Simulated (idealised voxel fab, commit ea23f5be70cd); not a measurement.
Documented hereafter: the process module known as voxel self aligned contacts.
FYI the section here is cut, 165 nm wide, cells are 5 nm squares.
Cross-section, as written here: a square-cell grid given band by band from the top down, where a band holds one or more rows of cells.
First you get the band's top height and its bottom height, in nm, and then the materials it's made of, left to right, with each width in nm. If you see a single material with "full width", that one covers the band edge to edge. "blank" is empty space.
Height reference: 0 = level under which incoming wafer is all one material. Lowest band: no bottom, runs on downward, e.g. "z 0 and below".
With a width like "30 to 40", each row of cells in the band differs from the next by the same amount, the top row carrying the first number and the bottom row the second.
You'll sometimes find "nothing was modified" written for a step, and that's the way of saying that nowhere in the cross-section did a cell change during that step.
For the entry "Catalogued sealed voids", the listed items are empty spaces with no open way to the top whose size is 8 cells or more; each item follows the pattern width x height at distance, where distance is from the left edge and all three are in nm.
Read whatever lies past the settings on a step's line as the simulator's own remark about the step.
overlay nm: mask right of planned place by this much (step with mask). Neg. = left.

Process steps - plan
1: RECEIVE with material Si
2: OXIDIZE with depth nm 5
3: DIRECTIONAL_DEP with material polySi, thk nm 30
4: DIRECTIONAL_DEP with material SiN, thk nm 20
5: DIRECTIONAL_DEP with material aC, thk nm 15
6: PATTERN with tone cover, mask id GATE, material resist, width nm 35, pitch nm 70, thk nm 30, overlay nm 0
7: DIRECTIONAL_ETCH with etch materials aC, depth nm 15
8: STRIP with etch materials resist
9: DIRECTIONAL_ETCH with etch materials SiN, depth nm 20
10: DIRECTIONAL_ETCH with etch materials polySi, depth nm 30
11: STRIP with etch materials aC
12: CONFORMAL_DEP with material SiN, thk nm 10
13: DIRECTIONAL_ETCH with etch materials SiN, depth nm 10
14: FILL_DEP with material SiO2, thk nm 15
15: CMP with height nm 60
16: DIRECTIONAL_DEP with material aC, thk nm 15
17: PATTERN with tone open, mask id CONTACT, material resist, width nm 45, thk nm 30, overlay nm 0
18: DIRECTIONAL_ETCH with etch materials aC, depth nm 15
19: STRIP with etch materials resist
20: DIRECTIONAL_ETCH with etch materials SiO2, depth nm 65
21: STRIP with etch materials aC
22: CONFORMAL_DEP with material TiN, thk nm 5
23: FILL_DEP with material Ru, thk nm 10
24: CMP with height nm 60
25: CONFORMAL_DEP with material SiCN, thk nm 5

Wafer as received: cross-section following step 1
	z 0 and below: Si full width
	Catalogued sealed voids: none

As-planned run: cross-section of the first of two wafers at end of module
	z 65 to 60: SiCN full width
	z 60 to 50: SiO2 (60) / TiN (5 to 20) / Ru (35 to 5) / TiN (5 to 20) / SiO2 (60)
	z 50 to 30: SiO2 (20) / SiN (55) / TiN (5) / Ru (5) / TiN (5) / SiN (55) / SiO2 (20)
	z 30 to 0: SiO2 (20) / SiN (10) / polySi (35) / SiN (10) / TiN (5) / Ru (5) / TiN (5) / SiN (10) / polySi (35) / SiN (10) / SiO2 (20)
	z 0 to -5: SiO2 (75) / TiN (15) / SiO2 (75)
	z -5 and below: Si full width
	Catalogued sealed voids: none

Wafer two cross-section, module end. Start and plan unchanged from wafer one; one mistake made during the run
	z 65 to 60: SiCN full width
	z 60 to 50: SiO2 (65) / TiN (5 to 15) / Ru (25 to 5) / TiN (5 to 15) / SiO2 (65)
	z 50 to 30: SiO2 (20) / SiN (55) / TiN (5) / Ru (5) / TiN (5) / SiN (55) / SiO2 (20)
	z 30 to 0: SiO2 (20) / SiN (10) / polySi (35) / SiN (10) / TiN (5) / Ru (5) / TiN (5) / SiN (10) / polySi (35) / SiN (10) / SiO2 (20)
	z 0 to -5: SiO2 (75) / TiN (15) / SiO2 (75)
	z -5 and below: Si full width
	Catalogued sealed voids: none
Error vs. plan: step 17 went in with a setting other than planned; the actual run was PATTERN with tone open, mask id CONTACT, material resist, width nm 35, thk nm 30, overlay nm 0
The closing comparison, in cells, has the second wafer with more or fewer of some materials than the first: Ru: 2 fewer; SiO2: 4 more; TiN: 2 fewer
